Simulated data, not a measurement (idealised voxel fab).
The process module presented herein is designated voxel wiring stack.
cross-section cut | 280 nm wide | cells 5 nm
Square cells in a grid make up a cross-section in this document, and the grid is given as bands, listed from the top down, each one or more rows of cells. First you get the band's top height and its bottom height, in nm, and then the materials it's made of, left to right, with each width in nm. If you see a single material with "all across", that one covers the band edge to edge. "empty" is empty space. Note: height 0 marks the level under which the wafer is uniformly one material as received. Lowest band unbounded below, written "0 -> down". Per-row width for "30->40": begins at first number (top row of band), ends at second number (bottom row), increment between rows held constant. The designation "left unchanged", where it is given for a processing step, indicates that no cell of the cross-section was altered in the course of that step. So "Voids, fully enclosed" is basically the list of trapped voids: any empty space of 8 cells or more that can't reach the top through an opening. They're written width x height at distance, the distance being from the left edge, and it's all nm. Anything after a step's settings on that line? It's the simulator's own note about the step. overlay nm, on a step with a mask: how far to the right of its planned place the mask lay; to the left if negative.
These are the steps we planned for the process:
1,RECEIVE | material Si
2,CONFORMAL_DEP | material SiO2 | thk nm 15
3,CONFORMAL_DEP | material SiN | thk nm 5
4,DIRECTIONAL_DEP | material lowk | thk nm 20
5,DIRECTIONAL_DEP | material aC | thk nm 10
6,PATTERN | tone open | mask id METAL_1 | material resist | width nm 25 | pitch nm 45 | thk nm 25 | overlay nm 0
7,DIRECTIONAL_ETCH | etch materials aC | depth nm 10
8,STRIP | etch materials resist
9,DIRECTIONAL_ETCH | etch materials lowk | depth nm 20
10,DIRECTIONAL_ETCH | etch materials SiN | depth nm 5
11,STRIP | etch materials aC
12,CONFORMAL_DEP | material TiN | thk nm 5
13,FILL_DEP | material Ru | thk nm 5
14,CMP | height nm 40
15,CONFORMAL_DEP | material SiCN | thk nm 5
16,DIRECTIONAL_DEP | material lowk | thk nm 10
17,MASKED_ETCH | tone open | mask id PLUG_1 | width nm 15 | pitch nm 45 | etch materials lowk | depth nm 10 | overlay nm 0
18,MASKED_ETCH | tone open | mask id PLUG_1 | width nm 15 | pitch nm 45 | etch materials SiCN | depth nm 5 | overlay nm 0
19,EPI | material Ru | thk nm 10
20,EPI | material Ru | thk nm 5
21,CONFORMAL_DEP | material SiN | thk nm 5
22,DIRECTIONAL_DEP | material SiO2 | thk nm 15
23,PATTERN | tone open | mask id METAL_2 | material resist | width nm 25 | pitch nm 45 | thk nm 20 | overlay nm 0
24,DIRECTIONAL_ETCH | etch materials SiO2 | depth nm 15
25,DIRECTIONAL_ETCH | etch materials SiN | depth nm 5
26,STRIP | etch materials resist
27,CONFORMAL_DEP | material TiN | thk nm 5
28,FILL_DEP | material Cu | thk nm 5
29,CMP | height nm 75
30,CONFORMAL_DEP | material SiN | thk nm 5
Below: the first of two wafers, run as planned:
As-received state of the wafer in cross-section, equivalent to post-step 1:
	0 -> down: Si all across
	Voids, fully enclosed: none
Take a look at the wafer's cross-section after step 2:
	15 -> 0: SiO2 all across
	Whatever lies below 0 is exactly as it was before.
Take a look at the wafer's cross-section after step 3:
	20 -> 15: SiN all across
	Whatever lies below 15 is exactly as it was before.
Take a look at the wafer's cross-section after step 4:
	40 -> 20: lowk all across
	Whatever lies below 20 is exactly as it was before.
Take a look at the wafer's cross-section after step 5:
	50 -> 40: aC all across
	Whatever lies below 40 is exactly as it was before.
Take a look at the wafer's cross-section after step 6:
	75 -> 50: resist (80), then empty (25), then resist (20), then empty (25), then resist (20), then empty (25), then resist (85)
	Whatever lies below 50 is exactly as it was before.
Take a look at the wafer's cross-section after step 7:
	65 -> 50: resist (80), then empty (25), then resist (20), then empty (25), then resist (20), then empty (25), then resist (85)
	50 -> 40: aC (80), then empty (25), then aC (20), then empty (25), then aC (20), then empty (25), then aC (85)
	Whatever lies below 40 is exactly as it was before.
Take a look at the wafer's cross-section after step 8:
	50 -> 40: aC (80), then empty (25), then aC (20), then empty (25), then aC (20), then empty (25), then aC (85)
	Whatever lies below 40 is exactly as it was before.
Take a look at the wafer's cross-section after step 9:
	50 -> 40: aC (80), then empty (25), then aC (20), then empty (25), then aC (20), then empty (25), then aC (85)
	40 -> 20: lowk (80), then empty (25), then lowk (20), then empty (25), then lowk (20), then empty (25), then lowk (85)
	Whatever lies below 20 is exactly as it was before.
Take a look at the wafer's cross-section after step 10:
	50 -> 40: aC (80), then empty (25), then aC (20), then empty (25), then aC (20), then empty (25), then aC (85)
	40 -> 20: lowk (80), then empty (25), then lowk (20), then empty (25), then lowk (20), then empty (25), then lowk (85)
	20 -> 15: SiN (80), then empty (25), then SiN (20), then empty (25), then SiN (20), then empty (25), then SiN (85)
	Whatever lies below 15 is exactly as it was before.
Take a look at the wafer's cross-section after step 11:
	40 -> 20: lowk (80), then empty (25), then lowk (20), then empty (25), then lowk (20), then empty (25), then lowk (85)
	Whatever lies below 20 is exactly as it was before.
Take a look at the wafer's cross-section after step 12:
	45 -> 40: TiN (85), then empty (15), then TiN (30), then empty (15), then TiN (30), then empty (15), then TiN (90)
	40 -> 20: lowk (80), then TiN (5), then empty (15), then TiN (5), then lowk (20), then TiN (5), then empty (15), then TiN (5), then lowk (20), then TiN (5), then empty (15), then TiN (5), then lowk (85)
	20 -> 15: SiN (80), then TiN (25), then SiN (20), then TiN (25), then SiN (20), then TiN (25), then SiN (85)
	Whatever lies below 15 is exactly as it was before.
Take a look at the wafer's cross-section after step 13:
	50 -> 45: Ru all across
	45 -> 40: TiN (85), then Ru (15), then TiN (30), then Ru (15), then TiN (30), then Ru (15), then TiN (90)
	40 -> 20: lowk (80), then TiN (5), then Ru (15), then TiN (5), then lowk (20), then TiN (5), then Ru (15), then TiN (5), then lowk (20), then TiN (5), then Ru (15), then TiN (5), then lowk (85)
	Whatever lies below 20 is exactly as it was before.
Take a look at the wafer's cross-section after step 14:
	40 -> 20: lowk (80), then TiN (5), then Ru (15), then TiN (5), then lowk (20), then TiN (5), then Ru (15), then TiN (5), then lowk (20), then TiN (5), then Ru (15), then TiN (5), then lowk (85)
	Whatever lies below 20 is exactly as it was before.
Take a look at the wafer's cross-section after step 15:
	45 -> 40: SiCN all across
	Whatever lies below 40 is exactly as it was before.
Take a look at the wafer's cross-section after step 16:
	55 -> 45: lowk all across
	Whatever lies below 45 is exactly as it was before.
Take a look at the wafer's cross-section after step 17:
	55 -> 45: lowk (80), then empty (15), then lowk (30), then empty (15), then lowk (30), then empty (15), then lowk (95)
	Whatever lies below 45 is exactly as it was before.
Take a look at the wafer's cross-section after step 18:
	55 -> 45: lowk (80), then empty (15), then lowk (30), then empty (15), then lowk (30), then empty (15), then lowk (95)
	45 -> 40: SiCN (80), then empty (15), then SiCN (30), then empty (15), then SiCN (30), then empty (15), then SiCN (95)
	Whatever lies below 40 is exactly as it was before.
Take a look at the wafer's cross-section after step 19:
	55 -> 50: lowk (80), then empty (15), then lowk (30), then empty (15), then lowk (30), then empty (15), then lowk (95)
	50 -> 45: lowk (80), then Ru (15), then lowk (30), then Ru (15), then lowk (30), then Ru (15), then lowk (95)
	45 -> 40: SiCN (80), then Ru (15), then SiCN (30), then Ru (15), then SiCN (30), then Ru (15), then SiCN (95)
	Whatever lies below 40 is exactly as it was before.
Take a look at the wafer's cross-section after step 20:
	55 -> 45: lowk (80), then Ru (15), then lowk (30), then Ru (15), then lowk (30), then Ru (15), then lowk (95)
	Whatever lies below 45 is exactly as it was before.
Take a look at the wafer's cross-section after step 21:
	60 -> 55: SiN all across
	Whatever lies below 55 is exactly as it was before.
Take a look at the wafer's cross-section after step 22:
	75 -> 60: SiO2 all across
	Whatever lies below 60 is exactly as it was before.
Take a look at the wafer's cross-section after step 23:
	95 -> 75: resist (80), then empty (25), then resist (20), then empty (25), then resist (20), then empty (25), then resist (85)
	Whatever lies below 75 is exactly as it was before.
Take a look at the wafer's cross-section after step 24:
	95 -> 75: resist (80), then empty (25), then resist (20), then empty (25), then resist (20), then empty (25), then resist (85)
	75 -> 60: SiO2 (80), then empty (25), then SiO2 (20), then empty (25), then SiO2 (20), then empty (25), then SiO2 (85)
	Whatever lies below 60 is exactly as it was before.
Take a look at the wafer's cross-section after step 25:
	95 -> 75: resist (80), then empty (25), then resist (20), then empty (25), then resist (20), then empty (25), then resist (85)
	75 -> 60: SiO2 (80), then empty (25), then SiO2 (20), then empty (25), then SiO2 (20), then empty (25), then SiO2 (85)
	60 -> 55: SiN (80), then empty (25), then SiN (20), then empty (25), then SiN (20), then empty (25), then SiN (85)
	Whatever lies below 55 is exactly as it was before.
Take a look at the wafer's cross-section after step 26:
	75 -> 60: SiO2 (80), then empty (25), then SiO2 (20), then empty (25), then SiO2 (20), then empty (25), then SiO2 (85)
	Whatever lies below 60 is exactly as it was before.
Take a look at the wafer's cross-section after step 27:
	80 -> 75: TiN (85), then empty (15), then TiN (30), then empty (15), then TiN (30), then empty (15), then TiN (90)
	75 -> 60: SiO2 (80), then TiN (5), then empty (15), then TiN (5), then SiO2 (20), then TiN (5), then empty (15), then TiN (5), then SiO2 (20), then TiN (5), then empty (15), then TiN (5), then SiO2 (85)
	60 -> 55: SiN (80), then TiN (25), then SiN (20), then TiN (25), then SiN (20), then TiN (25), then SiN (85)
	Whatever lies below 55 is exactly as it was before.
Take a look at the wafer's cross-section after step 28:
	85 -> 80: Cu all across
	80 -> 75: TiN (85), then Cu (15), then TiN (30), then Cu (15), then TiN (30), then Cu (15), then TiN (90)
	75 -> 60: SiO2 (80), then TiN (5), then Cu (15), then TiN (5), then SiO2 (20), then TiN (5), then Cu (15), then TiN (5), then SiO2 (20), then TiN (5), then Cu (15), then TiN (5), then SiO2 (85)
	Whatever lies below 60 is exactly as it was before.
Take a look at the wafer's cross-section after step 29:
	75 -> 60: SiO2 (80), then TiN (5), then Cu (15), then TiN (5), then SiO2 (20), then TiN (5), then Cu (15), then TiN (5), then SiO2 (20), then TiN (5), then Cu (15), then TiN (5), then SiO2 (85)
	Whatever lies below 60 is exactly as it was before.
Take a look at the wafer's cross-section after step 30:
	80 -> 75: SiN all across
	Whatever lies below 75 is exactly as it was before.
Second wafer - shared start and plan with the first - one error in running - same as the first up to step 15 inclusive:
Planned end of step 16: second wafer, cross-section: left unchanged
Planned end of step 17: second wafer, cross-section: left unchanged
Planned end of step 18: second wafer, cross-section:
	45 -> 40: SiCN (80), then empty (15), then SiCN (30), then empty (15), then SiCN (30), then empty (15), then SiCN (95)
	Whatever lies below 40 is exactly as it was before.
Planned end of step 19: second wafer, cross-section:
	50 -> 45: empty (75), then Ru (25), then empty (20), then Ru (25), then empty (20), then Ru (25), then empty (90)
	45 -> 40: SiCN (80), then Ru (15), then SiCN (30), then Ru (15), then SiCN (30), then Ru (15), then SiCN (95)
	Whatever lies below 40 is exactly as it was before.
Planned end of step 20: second wafer, cross-section:
	55 -> 45: empty (70), then Ru (35), then empty (10), then Ru (35), then empty (10), then Ru (35), then empty (85)
	Whatever lies below 45 is exactly as it was before.
Planned end of step 21: second wafer, cross-section:
	60 -> 55: empty (65), then SiN (135), then empty (80)
	55 -> 50: empty (65), then SiN (5), then Ru (35), then SiN (10), then Ru (35), then SiN (10), then Ru (35), then SiN (5), then empty (80)
	50 -> 45: SiN (70), then Ru (35), then SiN (10), then Ru (35), then SiN (10), then Ru (35), then SiN (85)
	Whatever lies below 45 is exactly as it was before.
Planned end of step 22: second wafer, cross-section:
	75 -> 65: empty (65), then SiO2 (135), then empty (80)
	65 -> 60: SiO2 all across
	60 -> 55: SiO2 (65), then SiN (135), then SiO2 (80)
	55 -> 50: SiO2 (65), then SiN (5), then Ru (35), then SiN (10), then Ru (35), then SiN (10), then Ru (35), then SiN (5), then SiO2 (80)
	Whatever lies below 50 is exactly as it was before.
Planned end of step 23: second wafer, cross-section:
	95 -> 75: resist (80), then empty (25), then resist (20), then empty (25), then resist (20), then empty (25), then resist (85)
	75 -> 65: resist (65), then SiO2 (135), then resist (80)
	Whatever lies below 65 is exactly as it was before.
Planned end of step 24: second wafer, cross-section:
	95 -> 75: resist (80), then empty (25), then resist (20), then empty (25), then resist (20), then empty (25), then resist (85)
	75 -> 65: resist (65), then SiO2 (15), then empty (25), then SiO2 (20), then empty (25), then SiO2 (20), then empty (25), then SiO2 (5), then resist (80)
	65 -> 60: SiO2 (80), then empty (25), then SiO2 (20), then empty (25), then SiO2 (20), then empty (25), then SiO2 (85)
	Whatever lies below 60 is exactly as it was before.
Planned end of step 25: second wafer, cross-section:
	95 -> 75: resist (80), then empty (25), then resist (20), then empty (25), then resist (20), then empty (25), then resist (85)
	75 -> 65: resist (65), then SiO2 (15), then empty (25), then SiO2 (20), then empty (25), then SiO2 (20), then empty (25), then SiO2 (5), then resist (80)
	65 -> 60: SiO2 (80), then empty (25), then SiO2 (20), then empty (25), then SiO2 (20), then empty (25), then SiO2 (85)
	60 -> 55: SiO2 (65), then SiN (15), then empty (25), then SiN (20), then empty (25), then SiN (20), then empty (25), then SiN (5), then SiO2 (80)
	Whatever lies below 55 is exactly as it was before.
Planned end of step 26: second wafer, cross-section:
	75 -> 65: empty (65), then SiO2 (15), then empty (25), then SiO2 (20), then empty (25), then SiO2 (20), then empty (25), then SiO2 (5), then empty (80)
	Whatever lies below 65 is exactly as it was before.
Planned end of step 27: second wafer, cross-section:
	80 -> 75: empty (60), then TiN (25), then empty (15), then TiN (30), then empty (15), then TiN (30), then empty (15), then TiN (15), then empty (75)
	75 -> 70: empty (60), then TiN (5), then SiO2 (15), then TiN (5), then empty (15), then TiN (5), then SiO2 (20), then TiN (5), then empty (15), then TiN (5), then SiO2 (20), then TiN (5), then empty (15), then TiN (5), then SiO2 (5), then TiN (5), then empty (75)
	70 -> 65: TiN (65), then SiO2 (15), then TiN (5), then empty (15), then TiN (5), then SiO2 (20), then TiN (5), then empty (15), then TiN (5), then SiO2 (20), then TiN (5), then empty (15), then TiN (5), then SiO2 (5), then TiN (80)
	65 -> 60: SiO2 (80), then TiN (5), then empty (15), then TiN (5), then SiO2 (20), then TiN (5), then empty (15), then TiN (5), then SiO2 (20), then TiN (5), then empty (15), then TiN (5), then SiO2 (85)
	60 -> 55: SiO2 (65), then SiN (15), then TiN (25), then SiN (20), then TiN (25), then SiN (20), then TiN (25), then SiN (5), then SiO2 (80)
	Whatever lies below 55 is exactly as it was before.
Planned end of step 28: second wafer, cross-section:
	85 -> 80: Cu all across
	80 -> 75: Cu (60), then TiN (25), then Cu (15), then TiN (30), then Cu (15), then TiN (30), then Cu (15), then TiN (15), then Cu (75)
	75 -> 70: Cu (60), then TiN (5), then SiO2 (15), then TiN (5), then Cu (15), then TiN (5), then SiO2 (20), then TiN (5), then Cu (15), then TiN (5), then SiO2 (20), then TiN (5), then Cu (15), then TiN (5), then SiO2 (5), then TiN (5), then Cu (75)
	70 -> 65: TiN (65), then SiO2 (15), then TiN (5), then Cu (15), then TiN (5), then SiO2 (20), then TiN (5), then Cu (15), then TiN (5), then SiO2 (20), then TiN (5), then Cu (15), then TiN (5), then SiO2 (5), then TiN (80)
	65 -> 60: SiO2 (80), then TiN (5), then Cu (15), then TiN (5), then SiO2 (20), then TiN (5), then Cu (15), then TiN (5), then SiO2 (20), then TiN (5), then Cu (15), then TiN (5), then SiO2 (85)
	Whatever lies below 60 is exactly as it was before.
Planned end of step 29: second wafer, cross-section:
	75 -> 70: Cu (60), then TiN (5), then SiO2 (15), then TiN (5), then Cu (15), then TiN (5), then SiO2 (20), then TiN (5), then Cu (15), then TiN (5), then SiO2 (20), then TiN (5), then Cu (15), then TiN (5), then SiO2 (5), then TiN (5), then Cu (75)
	Whatever lies below 70 is exactly as it was before.
Planned end of step 30: second wafer, cross-section:
	80 -> 75: SiN all across
	Whatever lies below 75 is exactly as it was before.
Processing error: step 16 of the plan was excluded from execution and never run
The closing comparison, in cells, has the second wafer with more or fewer of some materials than the first: +27 Cu, +24 Ru, +12 SiN, +31 TiN, -94 lowk
